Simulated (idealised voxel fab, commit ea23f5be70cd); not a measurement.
A process module follows: voxel self aligned contacts.
Pictured: cross-section cut, 205 nm wide, on a grid of 5 nm square cells.
We lay out every cross-section as a grid of square cells and spell it out in bands from the top down, where one band means one or more rows of cells. This entry defines a band. It first specifies the height of the band's top and the height of its bottom in nm, and then specifies the band's materials from left to right, stating each material with its width in nm. The word "edge to edge" identifies a single material that fills the band from edge to edge, while the word "empty" identifies empty space. Ref level 0: as-received wafer is one material below here. Bottom band extends down with no lower bound ("z 0 and below"). A two-number width, for instance "30 to 40", indicates that the width is equal to the first number in the top row of the band and to the second number in the bottom row, and that it changes by a constant amount per row of cells. Basically "no modifications" means that step didn't change any cell in the cross-section. The entry titled "Sealed void inventory" provides the empty spaces that have no open way to the top, restricted to those of 8 cells or more. Each is presented as width x height at distance, the distance being measured from the left edge, with all three in nm. Formally, on a step line, whatever follows the settings is a remark that the simulator itself makes on the step. A step's line can hold "overlay nm"; with a mask on that step, the setting says how far right of the planned place the mask lay, while a negative setting says it lay to the left.

## The process steps that were planned are listed below
step 1: RECEIVE: material Si
step 2: CONFORMAL_DEP: material SiO2, thk nm 5
step 3: DIRECTIONAL_DEP: material polySi, thk nm 20
step 4: DIRECTIONAL_DEP: material SiN, thk nm 20
step 5: MASKED_ETCH: tone cover, mask id GATE, width nm 35, pitch nm 70, etch materials SiN, depth nm 20, overlay nm 0
step 6: MASKED_ETCH: tone cover, mask id GATE, width nm 35, pitch nm 70, etch materials polySi, depth nm 20, overlay nm 0
step 7: CONFORMAL_DEP: material SiN, thk nm 10
step 8: DIRECTIONAL_ETCH: etch materials SiN, depth nm 10
step 9: FILL_DEP: material SiO2, thk nm 10
step 10: CMP: height nm 50
step 11: PATTERN: tone open, mask id CONTACT, material resist, width nm 45, pitch nm 70, thk nm 20, overlay nm 0
step 12: DIRECTIONAL_ETCH: etch materials SiO2, depth nm 50
step 13: STRIP: etch materials resist
step 14: CONFORMAL_DEP: material TiN, thk nm 5
step 15: FILL_DEP: material Ru, thk nm 10
step 16: CMP: height nm 50
step 17: CONFORMAL_DEP: material SiCN, thk nm 5

## First of two wafers - as planned

## Received-state cross-section, reflecting completion of step 1
- z 0 and below: Si edge to edge
- Sealed void inventory: none

## Cross-section: wafer state after step 2
- z 5 to 0: SiO2 edge to edge
- For the remainder of the cross-section, below 0, there is no change.

## Cross-section: wafer state after step 3
- z 25 to 5: polySi edge to edge
- For the remainder of the cross-section, below 5, there is no change.

## Cross-section: wafer state after step 4
- z 45 to 25: SiN edge to edge
- For the remainder of the cross-section, below 25, there is no change.

## Cross-section: wafer state after step 5
- z 45 to 25: empty 15 nm; SiN 35 nm; empty 35 nm; SiN 35 nm; empty 35 nm; SiN 35 nm; empty 15 nm
- For the remainder of the cross-section, below 25, there is no change.

## Cross-section: wafer state after step 6
- z 45 to 25: empty 15 nm; SiN 35 nm; empty 35 nm; SiN 35 nm; empty 35 nm; SiN 35 nm; empty 15 nm
- z 25 to 5: empty 15 nm; polySi 35 nm; empty 35 nm; polySi 35 nm; empty 35 nm; polySi 35 nm; empty 15 nm
- For the remainder of the cross-section, below 5, there is no change.

## Cross-section: wafer state after step 7
- z 55 to 25: empty 5 nm; SiN 55 nm; empty 15 nm; SiN 55 nm; empty 15 nm; SiN 55 nm; empty 5 nm
- z 25 to 15: empty 5 nm; SiN 10 nm; polySi 35 nm; SiN 10 nm; empty 15 nm; SiN 10 nm; polySi 35 nm; SiN 10 nm; empty 15 nm; SiN 10 nm; polySi 35 nm; SiN 10 nm; empty 5 nm
- z 15 to 5: SiN 15 nm; polySi 35 nm; SiN 35 nm; polySi 35 nm; SiN 35 nm; polySi 35 nm; SiN 15 nm
- For the remainder of the cross-section, below 5, there is no change.

## Cross-section: wafer state after step 8
- z 45 to 25: empty 5 nm; SiN 55 nm; empty 15 nm; SiN 55 nm; empty 15 nm; SiN 55 nm; empty 5 nm
- z 25 to 5: empty 5 nm; SiN 10 nm; polySi 35 nm; SiN 10 nm; empty 15 nm; SiN 10 nm; polySi 35 nm; SiN 10 nm; empty 15 nm; SiN 10 nm; polySi 35 nm; SiN 10 nm; empty 5 nm
- For the remainder of the cross-section, below 5, there is no change.

## Cross-section: wafer state after step 9
- z 55 to 45: SiO2 edge to edge
- z 45 to 25: SiO2 5 nm; SiN 55 nm; SiO2 15 nm; SiN 55 nm; SiO2 15 nm; SiN 55 nm; SiO2 5 nm
- z 25 to 5: SiO2 5 nm; SiN 10 nm; polySi 35 nm; SiN 10 nm; SiO2 15 nm; SiN 10 nm; polySi 35 nm; SiN 10 nm; SiO2 15 nm; SiN 10 nm; polySi 35 nm; SiN 10 nm; SiO2 5 nm
- For the remainder of the cross-section, below 5, there is no change.

## Cross-section: wafer state after step 10
- z 50 to 45: SiO2 edge to edge
- For the remainder of the cross-section, below 45, there is no change.

## Cross-section: wafer state after step 11
- z 70 to 50: resist 45 nm; empty 45 nm; resist 25 nm; empty 45 nm; resist 45 nm
- For the remainder of the cross-section, below 50, there is no change.

## Cross-section: wafer state after step 12
- z 70 to 50: resist 45 nm; empty 45 nm; resist 25 nm; empty 45 nm; resist 45 nm
- z 50 to 45: SiO2 45 nm; empty 45 nm; SiO2 25 nm; empty 45 nm; SiO2 45 nm
- z 45 to 25: SiO2 5 nm; SiN 55 nm; empty 15 nm; SiN 55 nm; empty 15 nm; SiN 55 nm; SiO2 5 nm
- z 25 to 5: SiO2 5 nm; SiN 10 nm; polySi 35 nm; SiN 10 nm; empty 15 nm; SiN 10 nm; polySi 35 nm; SiN 10 nm; empty 15 nm; SiN 10 nm; polySi 35 nm; SiN 10 nm; SiO2 5 nm
- z 5 to 0: SiO2 60 nm; empty 15 nm; SiO2 55 nm; empty 15 nm; SiO2 60 nm
- For the remainder of the cross-section, below 0, there is no change.

## Cross-section: wafer state after step 13
- z 50 to 45: SiO2 45 nm; empty 45 nm; SiO2 25 nm; empty 45 nm; SiO2 45 nm
- For the remainder of the cross-section, below 45, there is no change.

## Cross-section: wafer state after step 14
- z 55 to 50: TiN 50 nm; empty 35 nm; TiN 35 nm; empty 35 nm; TiN 50 nm
- z 50 to 45: SiO2 45 nm; TiN 20 nm; empty 5 nm; TiN 20 nm; SiO2 25 nm; TiN 20 nm; empty 5 nm; TiN 20 nm; SiO2 45 nm
- z 45 to 25: SiO2 5 nm; SiN 55 nm; TiN 5 nm; empty 5 nm; TiN 5 nm; SiN 55 nm; TiN 5 nm; empty 5 nm; TiN 5 nm; SiN 55 nm; SiO2 5 nm
- z 25 to 5: SiO2 5 nm; SiN 10 nm; polySi 35 nm; SiN 10 nm; TiN 5 nm; empty 5 nm; TiN 5 nm; SiN 10 nm; polySi 35 nm; SiN 10 nm; TiN 5 nm; empty 5 nm; TiN 5 nm; SiN 10 nm; polySi 35 nm; SiN 10 nm; SiO2 5 nm
- z 5 to 0: SiO2 60 nm; TiN 15 nm; SiO2 55 nm; TiN 15 nm; SiO2 60 nm
- For the remainder of the cross-section, below 0, there is no change.

## Cross-section: wafer state after step 15
- z 65 to 55: Ru edge to edge
- z 55 to 50: TiN 50 nm; Ru 35 nm; TiN 35 nm; Ru 35 nm; TiN 50 nm
- z 50 to 45: SiO2 45 nm; TiN 20 nm; Ru 5 nm; TiN 20 nm; SiO2 25 nm; TiN 20 nm; Ru 5 nm; TiN 20 nm; SiO2 45 nm
- z 45 to 25: SiO2 5 nm; SiN 55 nm; TiN 5 nm; Ru 5 nm; TiN 5 nm; SiN 55 nm; TiN 5 nm; Ru 5 nm; TiN 5 nm; SiN 55 nm; SiO2 5 nm
- z 25 to 5: SiO2 5 nm; SiN 10 nm; polySi 35 nm; SiN 10 nm; TiN 5 nm; Ru 5 nm; TiN 5 nm; SiN 10 nm; polySi 35 nm; SiN 10 nm; TiN 5 nm; Ru 5 nm; TiN 5 nm; SiN 10 nm; polySi 35 nm; SiN 10 nm; SiO2 5 nm
- For the remainder of the cross-section, below 5, there is no change.

## Cross-section: wafer state after step 16
- z 50 to 45: SiO2 45 nm; TiN 20 nm; Ru 5 nm; TiN 20 nm; SiO2 25 nm; TiN 20 nm; Ru 5 nm; TiN 20 nm; SiO2 45 nm
- For the remainder of the cross-section, below 45, there is no change.

## Cross-section: wafer state after step 17
- z 55 to 50: SiCN edge to edge
- For the remainder of the cross-section, below 50, there is no change.

## Second of two: same start, same plan, one run error; steps up to and including 15 match the first

## Second wafer, sectioned view, at step 16's planned end time
- z 40 to 25: SiO2 5 nm; SiN 55 nm; TiN 5 nm; Ru 5 nm; TiN 5 nm; SiN 55 nm; TiN 5 nm; Ru 5 nm; TiN 5 nm; SiN 55 nm; SiO2 5 nm
- For the remainder of the cross-section, below 25, there is no change.

## Second wafer, sectioned view, at step 17's planned end time
- z 45 to 40: SiCN edge to edge
- For the remainder of the cross-section, below 40, there is no change.
In executing the process, a mistake was made relative to the plan: heads up, step 16 didn't go per plan, it actually ran as CMP: height nm 40
at the end the second wafer has, in cells: Ru: 4 fewer | SiN: 33 fewer | SiO2: 25 fewer | TiN: 20 fewer
